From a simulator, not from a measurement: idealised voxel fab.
Name of the process module below: voxel gate over fins
Square cells of 5 nm make up the cross-section cut, whose width is 295 nm.
Cross-section = grid of square cells, listed top down in bands; band = one or more rows.
Band entry format. Leading values: height of top, height of bottom, nm. Remainder: materials in left-to-right order, each with its width in nm. Special words: "throughout" on a single material, which then fills the band edge to edge; "blank", empty space.
Heights are reckoned from 0. Under this level, the received wafer is all of one material. The bottommost band is open-ended downward, for example "z 0 and below".
The two numbers in a width such as "30..40" mark its ends across the band: the first belongs to the top row of cells, the second to the bottom row, and from each row to the next the width moves by the same amount.
Take "identical to before" at face value: in the step it is given for, the cross-section changed in none of its cells.
Each empty space that has no open way to the top and spans at least 8 cells appears under "Non-vented voids" as width x height at distance, the distance counted from the left edge, all in nm.
What comes after the settings on a step's line is commentary from the simulator itself on that step.
overlay nm: mask right of planned place by this much (step with mask). Neg. = left.
The process steps that were planned are listed below
1 RECEIVE (material Si)
2 CONFORMAL_DEP (material SiN; thk nm 10)
3 DIRECTIONAL_DEP (material aC; thk nm 15)
4 PATTERN (tone cover; mask id FINS; material resist; width nm 15; pitch nm 35; thk nm 35; overlay nm 0)
5 DIRECTIONAL_ETCH (etch materials aC; depth nm 15)
6 STRIP (etch materials resist)
7 DIRECTIONAL_ETCH (etch materials SiN; depth nm 10)
8 DIRECTIONAL_ETCH (etch materials Si; depth nm 40)
9 STRIP (etch materials aC)
10 FILL_DEP (material SiO2; thk nm 10)
11 CMP (height nm 10)
12 SELECTIVE_ETCH (etch materials SiO2; depth nm 20)
13 STRIP (etch materials SiN)
14 CONFORMAL_DEP (material HfO2; thk nm 5)
15 CONFORMAL_DEP (material TiN; thk nm 5)
16 CONFORMAL_DEP (material TiAl; thk nm 5)
17 CONFORMAL_DEP (material TiN; thk nm 5)
18 FILL_DEP (material W; thk nm 15)
19 CMP (height nm 30)
20 CONFORMAL_DEP (material SiCN; thk nm 5)
As received (post step 1): cross-section
	z 0 and below | Si throughout
	Non-vented voids: none
Wafer at module end, in section. Began as above, planned as above, run with one mistake
	z 35 to 30 | SiCN throughout
	z 30 to 20 | W throughout
	z 20 to 15 | TiN throughout
	z 15 to 10 | TiAl throughout
	z 10 to 5 | TiN throughout
	z 5 to 0 | HfO2 (125); TiN (5); HfO2 (30); TiN (5); HfO2 (130)
	z 0 to -5 | Si (120); HfO2 (5); TiN (5); HfO2 (5); Si (20); HfO2 (5); TiN (5); HfO2 (5); Si (125)
	z -5 to -10 | Si (120); HfO2 (15); Si (20); HfO2 (15); Si (125)
	z -10 to -40 | Si (120); SiO2 (15); Si (20); SiO2 (15); Si (125)
	z -40 and below | Si throughout
	Non-vented voids: none
Run error: rather than as planned, step 4 actually ran as PATTERN (tone open; mask id FINS; material resist; width nm 15; pitch nm 35; thk nm 35; overlay nm 0)
